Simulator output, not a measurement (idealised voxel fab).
Name of the process module below: voxel air gaps
Displayed cross-section: cut, width of 210 nm, square cells sized 5 nm.
Format of a cross-section: grid, square cells. Given as bands. Order: top down. Band: one or more rows of cells.
Top height, bottom height, nm. Materials left to right, width each, nm. Single material + "throughout" = fills band edge to edge. "air" = empty.
Beneath 0, the wafer as received is one material, and that level is where height counting begins. The lowest band goes on downward without a bottom; it is written like "0 and below".
The expression "30 to 40" gives the width at the extremes of the band, the first number at its top row of cells and the second at its bottom row, with the width changing by equal amounts from each row to the next in between.
The designation "no alteration", where it is given for a processing step, indicates that no cell of the cross-section was altered in the course of that step.
Closed-off voids of 8+ cells (no open route to the top) go in "Enclosed void listing", written width x height at distance from the left edge, in nm.
Anything after a step's settings on that line? It's the simulator's own note about the step.
overlay nm: mask right of planned place by this much (step with mask). Neg. = left.
# plan
1. RECEIVE: material Si
2. CONFORMAL_DEP: material SiO2, thk nm 10
3. CONFORMAL_DEP: material SiCN, thk nm 5
4. DIRECTIONAL_DEP: material lowk, thk nm 35
5. DIRECTIONAL_DEP: material aC, thk nm 15
6. PATTERN: tone open, mask id LINES, material resist, width nm 15, pitch nm 45, thk nm 35, overlay nm 0
7. DIRECTIONAL_ETCH: etch materials aC, depth nm 15
8. STRIP: etch materials resist
9. DIRECTIONAL_ETCH: etch materials lowk, depth nm 35
10. STRIP: etch materials aC
11. CONFORMAL_DEP: material TiN, thk nm 5
12. FILL_DEP: material W, thk nm 10
13. CMP: height nm 50
14. EPI: material Ru, thk nm 10
15. SELECTIVE_ETCH: etch materials lowk, depth nm 45
16. CONFORMAL_DEP: material SiCN, thk nm 5
# This is the cross-section of the wafer as we received it, i.e. after step 1
0 and below: Si throughout
Enclosed void listing: none
# Cross-section: first of two wafers, module finished, run according to plan
65 down to 60: air: 35 | SiCN: 135 | air: 40
60 down to 50: air: 35 | SiCN: 5 | Ru: 35 | SiCN: 10 | Ru: 35 | SiCN: 10 | Ru: 35 | SiCN: 5 | air: 40
50 down to 45: air: 35 | SiCN: 15 | TiN: 5 | W: 5 | TiN: 5 | SiCN: 30 | TiN: 5 | W: 5 | TiN: 5 | SiCN: 30 | TiN: 5 | W: 5 | TiN: 5 | SiCN: 15 | air: 40
45 down to 20: air: 45 | SiCN: 5 | TiN: 5 | W: 5 | TiN: 5 | SiCN: 5 | air: 20 | SiCN: 5 | TiN: 5 | W: 5 | TiN: 5 | SiCN: 5 | air: 20 | SiCN: 5 | TiN: 5 | W: 5 | TiN: 5 | SiCN: 5 | air: 50
20 down to 15: SiCN: 50 | TiN: 15 | SiCN: 30 | TiN: 15 | SiCN: 30 | TiN: 15 | SiCN: 55
15 down to 10: SiCN throughout
10 down to 0: SiO2 throughout
0 and below: Si throughout
Enclosed void listing: 20 x 25 at 70; 20 x 25 at 115
# Here's the second of our two wafers sectioned at module end. Same start as the first, same plan, but one mistake got made running it
75 down to 70: air: 25 | SiCN: 155 | air: 30
70 down to 50: air: 25 | SiCN: 5 | Ru: 145 | SiCN: 5 | air: 30
50 down to 45: air: 25 | SiCN: 25 | TiN: 5 | W: 5 | TiN: 5 | lowk: 30 | TiN: 5 | W: 5 | TiN: 5 | lowk: 30 | TiN: 5 | W: 5 | TiN: 5 | SiCN: 25 | air: 30
45 down to 20: air: 45 | SiCN: 5 | TiN: 5 | W: 5 | TiN: 5 | lowk: 30 | TiN: 5 | W: 5 | TiN: 5 | lowk: 30 | TiN: 5 | W: 5 | TiN: 5 | SiCN: 5 | air: 50
20 down to 15: SiCN: 50 | TiN: 15 | lowk: 30 | TiN: 15 | lowk: 30 | TiN: 15 | SiCN: 55
15 down to 10: SiCN throughout
10 down to 0: SiO2 throughout
0 and below: Si throughout
Enclosed void listing: none
Deviation noted in wafer processing: the plan had its step 14 run twice
Counted in cells at the end, the second wafer holds more or fewer of these materials than the first: +74 Ru, -40 SiCN, +84 lowk
Ultimately, the number of closed voids is 2 in the first wafer and 0 in the second wafer.
